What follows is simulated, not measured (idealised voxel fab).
Documented hereafter: the process module known as voxel ribs on slabs.
Section shown: cut. Width: 225 nm. Cell size: 5 nm, square.
Reading order for cross-sections: top band down to bottom band. Underlying form: a grid of square cells. Band size: one or more rows of cells.
First you get the band's top height and its bottom height, in nm, and then the materials it's made of, left to right, with each width in nm. If you see a single material with "full width", that one covers the band edge to edge. "empty" is empty space.
Height is counted from the level 0, under which the received wafer is composed throughout of one material. The lowest of the bands is not closed at the bottom but continues downward, in the notation "z 0 and below".
Width spec "30 to 40" -> top row of cells at first value, bottom row at second value, equal per-row change in between.
You'll sometimes find "nothing different" written for a step, and that's the way of saying that nowhere in the cross-section did a cell change during that step.
This entry, "Enclosed void inventory", enumerates those empty regions of no fewer than 8 cells that possess no open connection to the top. Each region is reported in the form width x height at distance, the distance being taken from the left edge, with all three quantities expressed in nm.
Post-settings text on a step line: simulator's own remark regarding the step.
overlay nm: where the mask lay relative to plan, measured to the right, on steps with a mask; negatives go left.

Planned step list for the process:
- 1: RECEIVE,material Si
- 2: DIRECTIONAL_DEP,material SiO2,thk nm 25
- 3: DIRECTIONAL_DEP,material SiN,thk nm 20
- 4: MASKED_ETCH,tone cover,mask id RIB,width nm 30,etch materials SiN,depth nm 10,overlay nm 0
- 5: PATTERN,tone cover,mask id SLAB,material resist,width nm 80,thk nm 20,overlay nm 0
- 6: DIRECTIONAL_ETCH,etch materials SiN,depth nm 10
- 7: STRIP,etch materials resist
- 8: FILL_DEP,material SiO2,thk nm 20
- 9: CMP,height nm 60
- 10: DIRECTIONAL_DEP,material W,thk nm 10
- 11: DIRECTIONAL_DEP,material aC,thk nm 15
- 12: PATTERN,tone cover,mask id HEATER,material resist,width nm 40,thk nm 30,overlay nm 0
- 13: DIRECTIONAL_ETCH,etch materials aC,depth nm 15
- 14: STRIP,etch materials resist
- 15: DIRECTIONAL_ETCH,etch materials W,depth nm 10
- 16: STRIP,etch materials aC
- 17: CONFORMAL_DEP,material SiN,thk nm 5

Received-state cross-section, reflecting completion of step 1:
z 0 and below | Si full width
Enclosed void inventory: none

Run as planned - first of the two wafers cross-sectioned at the end of the module:
z 75 to 70 | empty 85  SiN 50  empty 90
z 70 to 65 | empty 85  SiN 5  W 40  SiN 5  empty 90
z 65 to 60 | SiN 90  W 40  SiN 95
z 60 to 45 | SiO2 full width
z 45 to 35 | SiO2 95  SiN 30  SiO2 100
z 35 to 25 | SiO2 70  SiN 80  SiO2 75
z 25 to 0 | SiO2 full width
z 0 and below | Si full width
Enclosed void inventory: none

Here is the second of the two wafers cut open at the end of the module - same start, same plan as the first one, but we made one mistake running it:
z 75 to 70 | empty 85  SiN 50  empty 90
z 70 to 65 | empty 85  SiN 5  W 40  SiN 5  empty 90
z 65 to 60 | SiN 90  W 40  SiN 95
z 60 to 45 | SiO2 full width
z 45 to 35 | SiO2 95  SiN 30  SiO2 100
z 35 to 25 | SiO2 70  SiN 85  SiO2 70
z 25 to 0 | SiO2 full width
z 0 and below | Si full width
Enclosed void inventory: none
The plan and the run diverged here: step 5 was not run as planned; what actually ran was PATTERN,tone cover,mask id SLAB,material resist,width nm 85,thk nm 20,overlay nm 0
At the finish, the second wafer shows more or fewer cells for some materials than the first does: SiN: 2 more, SiO2: 2 fewer
